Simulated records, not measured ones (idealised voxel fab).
You're looking at the process module voxel air gaps.
The figure presents cross-section cut, which has a width of 245 nm and is divided into square cells with an edge length of 5 nm.
A cross-section is written here as square cells arranged in a grid, and it is given in bands from the top down, each band taking up one or more rows of cells.
Basically the band line says how high the top is and how high the bottom is, in nm, and then what's in it from left to right, every material with its width in nm. Empty space shows up as "blank", and if a single material carries "throughout" it runs the full band edge to edge.
Heights from 0 (as-received wafer is one material below). Bottom band endless downward, as "0 -> down".
It should be noted that a width expressed as "30 to 40" varies in equal increments from row to row of cells within the band, taking the value of the first number at the top row and that of the second number at the bottom row.
No cell of the cross-section changed in a step that is given as "no modifications".
If an empty space has no open way to the top and is at least 8 cells in size, "Enclosed internal voids" lists it, written width x height at distance, where distance is measured from the left edge and every value is in nm.
Whatever follows a step's settings on its line is a remark the simulator itself makes about that step.
"overlay nm", when on a step's line for a step with a mask, measures how far to the right of its planned place the mask lay; a negative measure means to the left.

Process steps - plan
- 1: RECEIVE, material Si
- 2: CONFORMAL_DEP, material SiO2, thk nm 10
- 3: CONFORMAL_DEP, material SiCN, thk nm 5
- 4: DIRECTIONAL_DEP, material SiO2, thk nm 40
- 5: DIRECTIONAL_DEP, material aC, thk nm 15
- 6: PATTERN, tone open, mask id LINES, material resist, width nm 25, pitch nm 55, thk nm 30, overlay nm 0
- 7: DIRECTIONAL_ETCH, etch materials aC, depth nm 15
- 8: STRIP, etch materials resist
- 9: DIRECTIONAL_ETCH, etch materials SiO2, depth nm 40
- 10: STRIP, etch materials aC
- 11: CONFORMAL_DEP, material TiN, thk nm 5
- 12: FILL_DEP, material W, thk nm 10
- 13: CMP, height nm 55
- 14: EPI, material Ru, thk nm 10
- 15: SELECTIVE_ETCH, etch materials SiO2, depth nm 50
- 16: CONFORMAL_DEP, material SiCN, thk nm 5

Delivered wafer in cross-section: state after step 1
    0 -> down  Si throughout
    Enclosed internal voids: none

Sectioned view, first of two wafers, at the close of the module, processed as intended in the plan
    70 -> 65  blank: 10, then SiCN: 220, then blank: 15
    65 -> 55  blank: 10, then SiCN: 5, then Ru: 45, then SiCN: 10, then Ru: 45, then SiCN: 10, then Ru: 45, then SiCN: 10, then Ru: 45, then SiCN: 5, then blank: 15
    55 -> 50  blank: 10, then SiCN: 15, then TiN: 5, then W: 15, then TiN: 5, then SiCN: 30, then TiN: 5, then W: 15, then TiN: 5, then SiCN: 30, then TiN: 5, then W: 15, then TiN: 5, then SiCN: 30, then TiN: 5, then W: 15, then TiN: 5, then SiCN: 15, then blank: 15
    50 -> 20  blank: 20, then SiCN: 5, then TiN: 5, then W: 15, then TiN: 5, then SiCN: 5, then blank: 20, then SiCN: 5, then TiN: 5, then W: 15, then TiN: 5, then SiCN: 5, then blank: 20, then SiCN: 5, then TiN: 5, then W: 15, then TiN: 5, then SiCN: 5, then blank: 20, then SiCN: 5, then TiN: 5, then W: 15, then TiN: 5, then SiCN: 5, then blank: 25
    20 -> 15  SiCN: 25, then TiN: 25, then SiCN: 30, then TiN: 25, then SiCN: 30, then TiN: 25, then SiCN: 30, then TiN: 25, then SiCN: 30
    15 -> 10  SiCN throughout
    10 -> 0  SiO2 throughout
    0 -> down  Si throughout
    Enclosed internal voids: 20 x 30 at 55; 20 x 30 at 110; 20 x 30 at 165

Cross-section, wafer two of two, end of module: same start and plan as wafer one, one error in execution
    70 -> 65  blank: 10, then SiCN: 220, then blank: 15
    65 -> 55  blank: 10, then SiCN: 5, then Ru: 45, then SiCN: 10, then Ru: 45, then SiCN: 10, then Ru: 45, then SiCN: 10, then Ru: 45, then SiCN: 5, then blank: 15
    55 -> 50  blank: 10, then SiCN: 15, then TiN: 5, then W: 15, then TiN: 5, then SiCN: 30, then TiN: 5, then W: 15, then TiN: 5, then SiCN: 30, then TiN: 5, then W: 15, then TiN: 5, then SiCN: 30, then TiN: 5, then W: 15, then TiN: 5, then SiCN: 15, then blank: 15
    50 -> 30  blank: 20, then SiCN: 5, then TiN: 5, then W: 15, then TiN: 5, then SiCN: 5, then blank: 20, then SiCN: 5, then TiN: 5, then W: 15, then TiN: 5, then SiCN: 5, then blank: 20, then SiCN: 5, then TiN: 5, then W: 15, then TiN: 5, then SiCN: 5, then blank: 20, then SiCN: 5, then TiN: 5, then W: 15, then TiN: 5, then SiCN: 5, then blank: 25
    30 -> 25  SiCN: 25, then TiN: 25, then SiCN: 30, then TiN: 25, then SiCN: 30, then TiN: 25, then SiCN: 30, then TiN: 25, then SiCN: 30
    25 -> 10  SiCN throughout
    10 -> 0  SiO2 throughout
    0 -> down  Si throughout
    Enclosed internal voids: 20 x 20 at 55; 20 x 20 at 110; 20 x 20 at 165
What went wrong in running the wafer? step 3 did not use the planned setting and instead ran as CONFORMAL_DEP, material SiCN, thk nm 15
Looking at both finished wafers in cells, the second ends up ahead of or behind the first on some materials: SiCN +82 | TiN -16 | W -24
